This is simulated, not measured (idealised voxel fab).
process module | voxel self aligned vias
cross-section cut | 200 nm wide | cells 5 nm
A cross-section is a grid of square cells, given in bands from the top down. A band is one or more rows of cells.
Each band's line starts with the height of the band's top and of its bottom, in nm. Then come its materials from left to right, each with its width in nm. One material with "throughout" fills the band from edge to edge. "air" is empty space.
Height 0 is the level under which the wafer as received is all one material. The lowest band goes on downwards, as in "0 down".
A width such as "30 to 40" changes by the same amount from each row of cells to the next, from the band's top row to its bottom row.
"no change" after a step means that no cell of the cross-section changed.
closed voids: empty space of 8 cells or more with no open way to the top, each as width x height at its distance from the left edge, in nm
after a step's settings: what the simulator itself notes on the step
overlay nm, on a step with a mask: how far to the right of its planned place the mask lay; to the left if negative
plan
1 op RECEIVE | material Si
2 op CONFORMAL_DEP | material SiO2 | thk nm 10
3 op CONFORMAL_DEP | material SiCN | thk nm 5
4 op DIRECTIONAL_DEP | material SiO2 | thk nm 20
5 op MASKED_ETCH | tone open | mask id LINES | width nm 30 | pitch nm 75 | etch materials SiO2 | depth nm 20 | overlay nm 0
6 op CONFORMAL_DEP | material TiN | thk nm 5
7 op FILL_DEP | material Ru | thk nm 5
8 op CMP | height nm 35
9 op SELECTIVE_ETCH | etch materials W Ru TiN | depth nm 5
10 op FILL_DEP | material SiN | thk nm 5
11 op CMP | height nm 35
12 op DIRECTIONAL_DEP | material SiO2 | thk nm 20
13 op MASKED_ETCH | tone open | mask id VIAS | width nm 50 | pitch nm 75 | etch materials SiO2 | depth nm 20 | overlay nm 0
14 op MASKED_ETCH | tone open | mask id VIAS | width nm 50 | pitch nm 75 | etch materials SiN | depth nm 5 | overlay nm 0
15 op CONFORMAL_DEP | material TiN | thk nm 5
16 op FILL_DEP | material W | thk nm 5
17 op CMP | height nm 45
18 op CONFORMAL_DEP | material SiN | thk nm 5
varied across the wafers: height nm of step 17. The plan shows the first wafer's value. All wafers start alike
first wafer as received, after step 1
  0 down: Si throughout
  closed voids: none
first wafer at the end, after step 18
  50 to 45: SiN throughout
  45 to 35: SiO2 35 | TiN 5 to 15 | W 40 to 20 | TiN 5 to 15 | SiO2 25 | TiN 5 to 15 | W 40 to 20 | TiN 5 to 15 | SiO2 40
  35 to 30: SiO2 45 | TiN 30 | SiO2 45 | TiN 30 | SiO2 50
  30 to 20: SiO2 45 | TiN 5 | Ru 20 | TiN 5 | SiO2 45 | TiN 5 | Ru 20 | TiN 5 | SiO2 50
  20 to 15: SiO2 45 | TiN 30 | SiO2 45 | TiN 30 | SiO2 50
  15 to 10: SiCN throughout
  10 to 0: SiO2 throughout
  0 down: Si throughout
  closed voids: none
last wafer at the end
  70 to 65: SiN throughout
  65 to 60: W throughout
  60 to 55: TiN 40 | W 40 | TiN 35 | W 40 | TiN 45
  55 to 40: SiO2 35 | TiN 5 | W 40 | TiN 5 | SiO2 25 | TiN 5 | W 40 | TiN 5 | SiO2 40
  40 to 35: SiO2 35 | TiN 15 | W 20 | TiN 15 | SiO2 25 | TiN 15 | W 20 | TiN 15 | SiO2 40
  35 to 30: SiO2 45 | TiN 30 | SiO2 45 | TiN 30 | SiO2 50
  30 to 20: SiO2 45 | TiN 5 | Ru 20 | TiN 5 | SiO2 45 | TiN 5 | Ru 20 | TiN 5 | SiO2 50
  20 to 15: SiO2 45 | TiN 30 | SiO2 45 | TiN 30 | SiO2 50
  15 to 10: SiCN throughout
  10 to 0: SiO2 throughout
  0 down: Si throughout
  closed voids: none
each wafer at the end: cells of each material gained (+) or lost (-) since it was received, then its closed voids
height nm 45 | +16 Ru | +40 SiCN | +40 SiN | +232 SiO2 | +48 TiN | +24 W | closed voids: none
height nm 50 | +16 Ru | +40 SiCN | +40 SiN | +252 SiO2 | +52 TiN | +40 W | closed voids: none
height nm 55 | +16 Ru | +40 SiCN | +40 SiN | +272 SiO2 | +56 TiN | +56 W | closed voids: none
height nm 60 | +16 Ru | +40 SiCN | +40 SiN | +272 SiO2 | +80 TiN | +72 W | closed voids: none
height nm 65 | +16 Ru | +40 SiCN | +40 SiN | +272 SiO2 | +80 TiN | +112 W | closed voids: none
